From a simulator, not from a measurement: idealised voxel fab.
Name of the process module below: voxel self aligned contacts
cross-section cut | 205 nm wide | cells 5 nm
Bands, listed from the top down, are how a cross-section gets written in this document; the cross-section itself is a grid of square cells, and a band is one or more rows of them. Band: top and bottom heights (nm) first, top before bottom; then materials from left to right, widths in nm. "all across" marks a sole material filling the band edge to edge. "air" denotes empty space. Convention: height 0 is the level below which the wafer, as received, is all one material. The lowest band does not terminate at the bottom but continues downward, represented as "0 -> down". Note: "30..40" means the width goes from the first number (top row of the band) to the second number (bottom row) in equal steps per row of cells. "no alterations made" (step): cross-section cells unchanged, all of them. Enclosed voids (no open way to top), threshold 8 cells or more, entry "Tabulated closed voids", notation width x height at distance, distance from left edge, nm. Post-settings text on a step line: simulator's own remark regarding the step. overlay nm: on a step with a mask, how far right of its planned place the mask lay; negative means left.

# Process steps (planned)
1 RECEIVE,material Si
2 OXIDIZE,depth nm 5
3 DIRECTIONAL_DEP,material polySi,thk nm 20
4 DIRECTIONAL_DEP,material SiN,thk nm 25
5 MASKED_ETCH,tone cover,mask id GATE,width nm 30,pitch nm 65,etch materials SiN,depth nm 25,overlay nm 0
6 MASKED_ETCH,tone cover,mask id GATE,width nm 30,pitch nm 65,etch materials polySi,depth nm 20,overlay nm 0
7 CONFORMAL_DEP,material SiN,thk nm 10
8 DIRECTIONAL_ETCH,etch materials SiN,depth nm 10
9 FILL_DEP,material SiO2,thk nm 20
10 CMP,height nm 55
11 DIRECTIONAL_DEP,material aC,thk nm 15
12 PATTERN,tone open,mask id CONTACT,material resist,width nm 45,thk nm 30,overlay nm 0
13 DIRECTIONAL_ETCH,etch materials aC,depth nm 15
14 STRIP,etch materials resist
15 DIRECTIONAL_ETCH,etch materials SiO2,depth nm 60
16 STRIP,etch materials aC
17 CONFORMAL_DEP,material TiN,thk nm 5
18 FILL_DEP,material Ru,thk nm 5
19 CMP,height nm 55
20 CONFORMAL_DEP,material SiCN,thk nm 5

# Cross-section of the incoming wafer, state after step 1
    0 -> down: Si all across
    Tabulated closed voids: none

# End-of-module cross-section of the first of two wafers, processed as planned
    60 -> 55: SiCN all across
    55 -> 45: 80 of SiO2; 5..20 of TiN; 35..5 of Ru; 5..20 of TiN; 80 of SiO2
    45 -> 20: 45 of SiO2; 50 of SiN; 5 of TiN; 5 of Ru; 5 of TiN; 50 of SiN; 45 of SiO2
    20 -> 0: 45 of SiO2; 10 of SiN; 30 of polySi; 10 of SiN; 5 of TiN; 5 of Ru; 5 of TiN; 10 of SiN; 30 of polySi; 10 of SiN; 45 of SiO2
    0 -> -5: 95 of SiO2; 15 of TiN; 95 of SiO2
    -5 -> down: Si all across
    Tabulated closed voids: none

# Module end: cross-section of wafer two of two. Same start and process plan as the first wafer. One mistake during execution
    60 -> 55: SiCN all across
    55 -> 45: 80 of SiO2; 5..20 of TiN; 35..5 of Ru; 5..20 of TiN; 80 of SiO2
    45 -> 20: 45 of SiO2; 50 of SiN; 5 of TiN; 5 of Ru; 5 of TiN; 50 of SiN; 45 of SiO2
    20 -> 10: 45 of SiO2; 10 of SiN; 30 of polySi; 10 of SiN; 5 of TiN; 5 of Ru; 5 of TiN; 10 of SiN; 30 of polySi; 10 of SiN; 45 of SiO2
    10 -> 5: 45 of SiO2; 10 of SiN; 30 of polySi; 10 of SiN; 15 of TiN; 10 of SiN; 30 of polySi; 10 of SiN; 45 of SiO2
    5 -> 0: polySi all across
    0 -> -5: SiO2 all across
    -5 -> down: Si all across
    Tabulated closed voids: none
Plan not followed: contrary to plan, step 6 was performed as MASKED_ETCH,tone cover,mask id GATE,width nm 30,pitch nm 65,etch materials polySi,depth nm 15,overlay nm 0
Count the cells at the end and the second wafer has more or fewer of some materials than the first: Ru -2, SiN -8, SiO2 -15, TiN -4, polySi +29
